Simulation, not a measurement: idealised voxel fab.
A process module follows: voxel ribs on slabs.
Section shown: cut. Width: 180 nm. Cell size: 5 nm, square.
A cross-section in this document is a grid of square cells, and it is written down as bands, the top band listed before the ones below it; a band is made up of one or more rows of cells.
In this notation a band is specified by the heights of its top and bottom, in that order and in nm, after which its materials appear from left to right, each paired with its width in nm. The word "throughout" attached to a single material means that material fills the band from edge to edge; the word "blank" stands for empty space.
Zero point of the height axis is 0; under it, received wafer = one material. Lowest band: continues down indefinitely, "0 down".
Graded width ("30->40"): value in top row of band = first number; value in bottom row = second number; row-to-row change constant.
Basically "all unchanged" means that step didn't change any cell in the cross-section.
If an empty space has no open way to the top and is at least 8 cells in size, "Encapsulated voids" lists it, written width x height at distance, where distance is measured from the left edge and every value is in nm.
after a step's settings: what the simulator itself notes on the step
overlay nm: where the mask lay relative to plan, measured to the right, on steps with a mask; negatives go left.

[These are the steps we planned for the process]
1) RECEIVE: material Si
2) DIRECTIONAL_DEP: material SiO2, thk nm 25
3) DIRECTIONAL_DEP: material polySi, thk nm 15
4) MASKED_ETCH: tone cover, mask id RIB, width nm 20, etch materials polySi, depth nm 10, overlay nm 0
5) PATTERN: tone cover, mask id SLAB, material resist, width nm 80, thk nm 15, overlay nm -15
6) DIRECTIONAL_ETCH: etch materials polySi, depth nm 5
7) STRIP: etch materials resist
8) FILL_DEP: material SiO2, thk nm 20
9) CMP: height nm 50
10) DIRECTIONAL_DEP: material W, thk nm 5
11) PATTERN: tone cover, mask id HEATER, material resist, width nm 30, thk nm 20, overlay nm 0
12) DIRECTIONAL_ETCH: etch materials W, depth nm 5
13) STRIP: etch materials resist
14) CONFORMAL_DEP: material SiN, thk nm 10
The plan shows the overlay nm of step 5 as the first wafer had it; this setting differs between the wafers, which start out alike.

[So this is the first of several wafers, cross-sectioned as it came to us, meaning it's at the end of step 1]
	0 down = Si throughout
	Encapsulated voids: none

[Cross-section after step 14, the final step of the module, for the first of several wafers]
	65 to 60 = blank 65, then SiN 50, then blank 65
	60 to 55 = SiN throughout
	55 to 50 = SiN 75, then W 30, then SiN 75
	50 to 40 = SiO2 throughout
	40 to 30 = SiO2 80, then polySi 20, then SiO2 80
	30 to 25 = SiO2 35, then polySi 80, then SiO2 65
	25 to 0 = SiO2 throughout
	0 down = Si throughout
	Encapsulated voids: none

[At the end of the module, the last of several wafers in cross-section]
	65 to 60 = blank 65, then SiN 50, then blank 65
	60 to 55 = SiN throughout
	55 to 50 = SiN 75, then W 30, then SiN 75
	50 to 40 = SiO2 throughout
	40 to 30 = SiO2 80, then polySi 20, then SiO2 80
	30 to 25 = SiO2 65, then polySi 80, then SiO2 35
	25 to 0 = SiO2 throughout
	0 down = Si throughout
	Encapsulated voids: none

[What follows is a table in which each wafer occupies a row; for the wafer as it stands at the close of the module, the row states, material by material, how many cells have been gained (+) or lost (-) since receipt, and then gives its closed voids]
overlay nm -15, +76 SiN, +336 SiO2, +6 W, +24 polySi, Encapsulated voids: none
overlay nm -10, +76 SiN, +336 SiO2, +6 W, +24 polySi, Encapsulated voids: none
overlay nm -5, +76 SiN, +336 SiO2, +6 W, +24 polySi, Encapsulated voids: none
overlay nm 0, +76 SiN, +336 SiO2, +6 W, +24 polySi, Encapsulated voids: none
overlay nm 5, +76 SiN, +336 SiO2, +6 W, +24 polySi, Encapsulated voids: none
overlay nm 10, +76 SiN, +336 SiO2, +6 W, +24 polySi, Encapsulated voids: none
overlay nm 15, +76 SiN, +336 SiO2, +6 W, +24 polySi, Encapsulated voids: none
